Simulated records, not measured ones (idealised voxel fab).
process module | voxel transistor to metal
cross-section cut | 285 nm wide | cells 5 nm
A cross-section is a grid of square cells, given in bands from the top down. A band is one or more rows of cells.
Each band's line starts with the height of the band's top and of its bottom, in nm. Then come its materials from left to right, each with its width in nm. One material with "throughout" fills the band from edge to edge. "air" is empty space.
Height 0 is the level under which the wafer as received is all one material. The lowest band goes on downwards, as in "0 down".
A width such as "30 to 40" changes by the same amount from each row of cells to the next, from the band's top row to its bottom row.
"no change" after a step means that no cell of the cross-section changed.
closed voids: empty space of 8 cells or more with no open way to the top, each as width x height at its distance from the left edge, in nm
after a step's settings: what the simulator itself notes on the step
overlay nm, on a step with a mask: how far to the right of its planned place the mask lay; to the left if negative
plan
1 op RECEIVE | material Si
2 op CONFORMAL_DEP | material SiO2 | thk nm 5
3 op CONFORMAL_DEP | material SiN | thk nm 10
4 op MASKED_ETCH | tone cover | mask id ACTIVE | width nm 95 | pitch nm 125 | etch materials SiN | depth nm 10 | overlay nm 0
5 op MASKED_ETCH | tone cover | mask id ACTIVE | width nm 95 | pitch nm 125 | etch materials SiO2 | depth nm 5 | overlay nm 0
6 op MASKED_ETCH | tone cover | mask id ACTIVE | width nm 95 | pitch nm 125 | etch materials Si | depth nm 35 | overlay nm 0
7 op FILL_DEP | material SiO2 | thk nm 10
8 op CMP | height nm 15
9 op SELECTIVE_ETCH | etch materials SiO2 | depth nm 5
10 op STRIP | etch materials SiN
11 op SELECTIVE_ETCH | etch materials SiO2 | depth nm 5
12 op OXIDIZE | depth nm 5
13 op DIRECTIONAL_DEP | material polySi | thk nm 20
14 op DIRECTIONAL_DEP | material SiCN | thk nm 10
15 op PATTERN | tone cover | mask id GATE | material resist | width nm 25 | pitch nm 125 | thk nm 20 | overlay nm 0
16 op DIRECTIONAL_ETCH | etch materials SiCN | depth nm 20
17 op DIRECTIONAL_ETCH | etch materials polySi | depth nm 30
18 op STRIP | etch materials resist
19 op CONFORMAL_DEP | material SiN | thk nm 10
20 op DIRECTIONAL_ETCH | etch materials SiN | depth nm 10
21 op DIRECTIONAL_ETCH | etch materials SiO2 | depth nm 5
22 op DIRECTIONAL_ETCH | etch materials Si | depth nm 5
23 op EPI | material SiGe | thk nm 10
24 op FILL_DEP | material SiO2 | thk nm 5
25 op CMP | height nm 30
26 op DIRECTIONAL_DEP | material SiO2 | thk nm 10
27 op MASKED_ETCH | tone open | mask id CONTACT | width nm 15 | etch materials SiO2 | depth nm 35 | overlay nm 0
28 op CONFORMAL_DEP | material TiN | thk nm 5
29 op FILL_DEP | material Ru | thk nm 5
30 op CMP | height nm 40
31 op DIRECTIONAL_DEP | material TiN | thk nm 5
32 op DIRECTIONAL_DEP | material Ru | thk nm 25
33 op MASKED_ETCH | tone cover | mask id METAL_1 | width nm 15 | etch materials Ru | depth nm 25 | overlay nm 0
34 op MASKED_ETCH | tone cover | mask id METAL_1 | width nm 15 | etch materials TiN | depth nm 5 | overlay nm 0
35 op FILL_DEP | material lowk | thk nm 10
36 op CMP | height nm 70
37 op CONFORMAL_DEP | material SiN | thk nm 5
varied across the wafers: width nm of step 34. The plan shows the first wafer's value. All wafers start alike
first wafer as received, after step 1
  0 down: Si throughout
  closed voids: none
each wafer at the end: cells of each material gained (+) or lost (-) since it was received, then its closed voids
width nm 15 | +84 Ru | -187 Si | +20 SiCN | +48 SiGe | +113 SiN | +395 SiO2 | +72 TiN | +270 lowk | +40 polySi | closed voids: none
width nm 20 | +84 Ru | -187 Si | +20 SiCN | +48 SiGe | +113 SiN | +395 SiO2 | +76 TiN | +266 lowk | +40 polySi | closed voids: none
width nm 25 | +84 Ru | -187 Si | +20 SiCN | +48 SiGe | +113 SiN | +395 SiO2 | +80 TiN | +262 lowk | +40 polySi | closed voids: none
width nm 30 | +84 Ru | -187 Si | +20 SiCN | +48 SiGe | +113 SiN | +395 SiO2 | +84 TiN | +258 lowk | +40 polySi | closed voids: none
